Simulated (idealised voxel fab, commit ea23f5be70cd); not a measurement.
process module | voxel plated lines
cross-section cut | 240 nm wide | cells 5 nm
A cross-section is a grid of square cells, given in bands from the top down. A band is one or more rows of cells.
Each band's line starts with the height of the band's top and of its bottom, in nm. Then come its materials from left to right, each with its width in nm. One material with "throughout" fills the band from edge to edge. "air" is empty space.
Height 0 is the level under which the wafer as received is all one material. The lowest band goes on downwards, as in "0 down".
A width such as "30 to 40" changes by the same amount from each row of cells to the next, from the band's top row to its bottom row.
"no change" after a step means that no cell of the cross-section changed.
closed voids: empty space of 8 cells or more with no open way to the top, each as width x height at its distance from the left edge, in nm
after a step's settings: what the simulator itself notes on the step
overlay nm, on a step with a mask: how far to the right of its planned place the mask lay; to the left if negative
plan
1 op RECEIVE | material Si
2 op CONFORMAL_DEP | material Al2O3 | thk nm 10
3 op DIRECTIONAL_DEP | material TiN | thk nm 5
4 op PATTERN | tone open | mask id LINES | material resist | width nm 30 | pitch nm 60 | thk nm 30 | overlay nm 0
5 op EPI | material Ru | thk nm 10
6 op EPI | material Ru | thk nm 10
7 op STRIP | etch materials resist
8 op DIRECTIONAL_ETCH | etch materials TiN | depth nm 5
9 op CONFORMAL_DEP | material SiN | thk nm 5
as received, after step 1
  0 down: Si throughout
  closed voids: none
a wafer at the end: this start, this plan, one mistake
  40 to 35: SiN 20 | air 20 | SiN 40 | air 20 | SiN 40 | air 20 | SiN 40 | air 20 | SiN 20
  35 to 15: Ru 15 | SiN 5 | air 20 | SiN 5 | Ru 30 | SiN 5 | air 20 | SiN 5 | Ru 30 | SiN 5 | air 20 | SiN 5 | Ru 30 | SiN 5 | air 20 | SiN 5 | Ru 15
  15 to 10: TiN 15 | SiN 30 | TiN 30 | SiN 30 | TiN 30 | SiN 30 | TiN 30 | SiN 30 | TiN 15
  10 to 0: Al2O3 throughout
  0 down: Si throughout
  closed voids: none
what went wrong: step 4 ran as: op PATTERN | tone cover | mask id LINES | material resist | width nm 30 | pitch nm 60 | thk nm 30 | overlay nm 0
